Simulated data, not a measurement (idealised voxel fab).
The document below concerns the process module designated voxel ribs on slabs.
Xsec cut, 155 nm wide, square cell size 5 nm.
We lay out every cross-section as a grid of square cells and spell it out in bands from the top down, where one band means one or more rows of cells.
This entry defines a band. It first specifies the height of the band's top and the height of its bottom in nm, and then specifies the band's materials from left to right, stating each material with its width in nm. The word "edge to edge" identifies a single material that fills the band from edge to edge, while the word "blank" identifies empty space.
Height reference: 0 = level under which incoming wafer is all one material. Lowest band: no bottom, runs on downward, e.g. "0 nm and below".
Quick explanation for "30->40": the width changes in equal steps down the rows of cells, from the first number in the band's top row to the second number in its bottom row.
"no modifications" -> step changed no cross-section cell.
"Unvented internal voids" enumerates empty spaces isolated from the top, with no open way to it, that contain at least 8 cells, giving each as width x height at distance from the left edge, all three in nm.
The remark found on a step's line after its settings is issued by the simulator itself and pertains to that step.
overlay nm: for a step with a mask, the amount by which the mask lay right of where it was planned; a negative amount means left of it.
INTENDED PROCESS STEPS
- 1: RECEIVE: material Si
- 2: DIRECTIONAL_DEP: material SiO2, thk nm 20
- 3: DIRECTIONAL_DEP: material polySi, thk nm 25
- 4: PATTERN: tone cover, mask id RIB, material resist, width nm 25, thk nm 15, overlay nm 0
- 5: DIRECTIONAL_ETCH: etch materials polySi, depth nm 5
- 6: STRIP: etch materials resist
- 7: MASKED_ETCH: tone cover, mask id SLAB, width nm 85, etch materials polySi, depth nm 20, overlay nm 0
- 8: FILL_DEP: material SiO2, thk nm 30
- 9: CMP: height nm 65
- 10: DIRECTIONAL_DEP: material TiN, thk nm 10
- 11: DIRECTIONAL_DEP: material aC, thk nm 10
- 12: PATTERN: tone cover, mask id HEATER, material resist, width nm 35, thk nm 30, overlay nm 0
- 13: DIRECTIONAL_ETCH: etch materials aC, depth nm 10
- 14: STRIP: etch materials resist
- 15: DIRECTIONAL_ETCH: etch materials TiN, depth nm 10
- 16: STRIP: etch materials aC
- 17: CONFORMAL_DEP: material SiN, thk nm 10
INCOMING WAFER IN CROSS-SECTION (STATE: AFTER STEP 1)
- 0 nm and below  Si edge to edge
- Unvented internal voids: none
CROSS-SECTIONAL IMAGE OF THE FIRST OF TWO WAFERS AT THE END OF THE MODULE, THE RUN HAVING PROCEEDED AS PLANNED
- 85 nm to 75 nm  blank (50), then SiN (55), then blank (50)
- 75 nm to 65 nm  SiN (60), then TiN (35), then SiN (60)
- 65 nm to 45 nm  SiO2 edge to edge
- 45 nm to 40 nm  SiO2 (65), then polySi (25), then SiO2 (65)
- 40 nm to 20 nm  SiO2 (35), then polySi (85), then SiO2 (35)
- 20 nm to 0 nm  SiO2 edge to edge
- 0 nm and below  Si edge to edge
- Unvented internal voids: none
THE SECOND WAFER, SHOWN IN CROSS-SECTION AFTER THE MODULE: STARTED THE SAME WAY AS THE FIRST AND GIVEN THE SAME PLAN, YET ONE MISTAKE CREPT INTO HOW IT WAS RUN
- 85 nm to 75 nm  blank (50), then SiN (55), then blank (50)
- 75 nm to 65 nm  SiN (60), then TiN (35), then SiN (60)
- 65 nm to 45 nm  SiO2 (35), then polySi (85), then SiO2 (35)
- 45 nm to 20 nm  polySi edge to edge
- 20 nm to 0 nm  SiO2 edge to edge
- 0 nm and below  Si edge to edge
- Unvented internal voids: none
Want to know what went wrong? plan step 3 ran twice
In the final state, the cell counts of the second wafer exceed or fall short of those of the first for the following materials: -150 SiO2; +150 polySi
